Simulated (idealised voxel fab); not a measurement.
process module | voxel capacitor over wiring
cross-section cut | 300 nm wide | cells 5 nm
A cross-section is a grid of square cells, given in bands from the top down. A band is one or more rows of cells.
Each band's line starts with the height of the band's top and of its bottom, in nm. Then come its materials from left to right, each with its width in nm. One material with "throughout" fills the band from edge to edge. "air" is empty space.
Height 0 is the level under which the wafer as received is all one material. The lowest band goes on downwards, as in "0 down".
A width such as "30 to 40" changes by the same amount from each row of cells to the next, from the band's top row to its bottom row.
"no change" after a step means that no cell of the cross-section changed.
closed voids: empty space of 8 cells or more with no open way to the top, each as width x height at its distance from the left edge, in nm
after a step's settings: what the simulator itself notes on the step
overlay nm, on a step with a mask: how far to the right of its planned place the mask lay; to the left if negative
plan
1 op RECEIVE | material Si
2 op CONFORMAL_DEP | material SiO2 | thk nm 15
3 op CONFORMAL_DEP | material SiN | thk nm 5
4 op DIRECTIONAL_DEP | material lowk | thk nm 20
5 op PATTERN | tone open | mask id METAL_1 | material resist | width nm 20 | pitch nm 90 | thk nm 20 | overlay nm 0
6 op DIRECTIONAL_ETCH | etch materials lowk | depth nm 20
7 op DIRECTIONAL_ETCH | etch materials SiN | depth nm 5
8 op STRIP | etch materials resist
9 op CONFORMAL_DEP | material TiN | thk nm 5
10 op FILL_DEP | material Cu | thk nm 5
11 op CMP | height nm 40
12 op CONFORMAL_DEP | material SiCN | thk nm 5
13 op DIRECTIONAL_DEP | material lowk | thk nm 20
14 op PATTERN | tone open | mask id PLUG_1 | material resist | width nm 15 | thk nm 20 | overlay nm 0
15 op DIRECTIONAL_ETCH | etch materials lowk | depth nm 20
16 op DIRECTIONAL_ETCH | etch materials SiCN | depth nm 5
17 op STRIP | etch materials resist
18 op CONFORMAL_DEP | material TiN | thk nm 5
19 op FILL_DEP | material Ru | thk nm 10
20 op CMP | height nm 65
21 op DIRECTIONAL_DEP | material TiN | thk nm 5
22 op DIRECTIONAL_DEP | material HfO2 | thk nm 5
23 op DIRECTIONAL_DEP | material TiN | thk nm 5
24 op DIRECTIONAL_DEP | material aC | thk nm 15
25 op PATTERN | tone cover | mask id UPPER_PLATE | material resist | width nm 75 | thk nm 35 | overlay nm 0
26 op DIRECTIONAL_ETCH | etch materials aC | depth nm 15
27 op STRIP | etch materials resist
28 op DIRECTIONAL_ETCH | etch materials TiN | depth nm 5
29 op DIRECTIONAL_ETCH | etch materials HfO2 | depth nm 5
30 op STRIP | etch materials aC
31 op MASKED_ETCH | tone cover | mask id LOWER_PLATE | width nm 85 | etch materials TiN | depth nm 5 | overlay nm 0
32 op FILL_DEP | material SiO2 | thk nm 15
33 op CMP | height nm 90
34 op MASKED_ETCH | tone open | mask id PLUG_2 | width nm 15 | etch materials SiO2 | depth nm 10 | overlay nm 0
35 op CONFORMAL_DEP | material TiN | thk nm 5
36 op FILL_DEP | material Cu | thk nm 10
37 op CMP | height nm 90
38 op CONFORMAL_DEP | material SiCN | thk nm 5
as received, after step 1
  0 down: Si throughout
  closed voids: none
first wafer at the end, as planned
  95 to 90: SiCN throughout
  90 to 85: SiO2 110 | TiN 5 | Cu 5 | TiN 5 | SiO2 175
  85 to 75: SiO2 110 to 100 | TiN 15 to 75 | SiO2 175 to 125
  75 to 70: SiO2 100 | HfO2 75 | SiO2 125
  70 to 65: SiO2 95 | TiN 85 | SiO2 120
  65 to 45: lowk 100 | TiN 5 | Ru 5 | TiN 5 | lowk 185
  45 to 40: SiCN 100 | TiN 15 | SiCN 185
  40 to 20: lowk 95 | TiN 5 | Cu 10 | TiN 5 | lowk 70 | TiN 5 | Cu 10 | TiN 5 | lowk 95
  20 to 15: SiN 95 | TiN 20 | SiN 70 | TiN 20 | SiN 95
  15 to 0: SiO2 throughout
  0 down: Si throughout
  closed voids: none
second wafer at the end: like start, like plan, one mistake
  95 to 90: SiCN throughout
  90 to 85: SiO2 110 | TiN 5 | Cu 5 | TiN 5 | SiO2 175
  85 to 75: SiO2 110 to 100 | TiN 15 to 80 | SiO2 175 to 120
  75 to 70: SiO2 100 | HfO2 80 | SiO2 120
  70 to 65: SiO2 95 | TiN 85 | SiO2 120
  65 to 45: lowk 100 | TiN 5 | Ru 5 | TiN 5 | lowk 185
  45 to 40: SiCN 100 | TiN 15 | SiCN 185
  40 to 20: lowk 95 | TiN 5 | Cu 10 | TiN 5 | lowk 70 | TiN 5 | Cu 10 | TiN 5 | lowk 95
  20 to 15: SiN 95 | TiN 20 | SiN 70 | TiN 20 | SiN 95
  15 to 0: SiO2 throughout
  0 down: Si throughout
  closed voids: none
what went wrong: step 25 ran as: op PATTERN | tone cover | mask id UPPER_PLATE | material resist | width nm 80 | thk nm 35 | overlay nm 0
at the end the second wafer has, in cells: 1 more of HfO2 | 2 fewer of SiO2 | 1 more of TiN
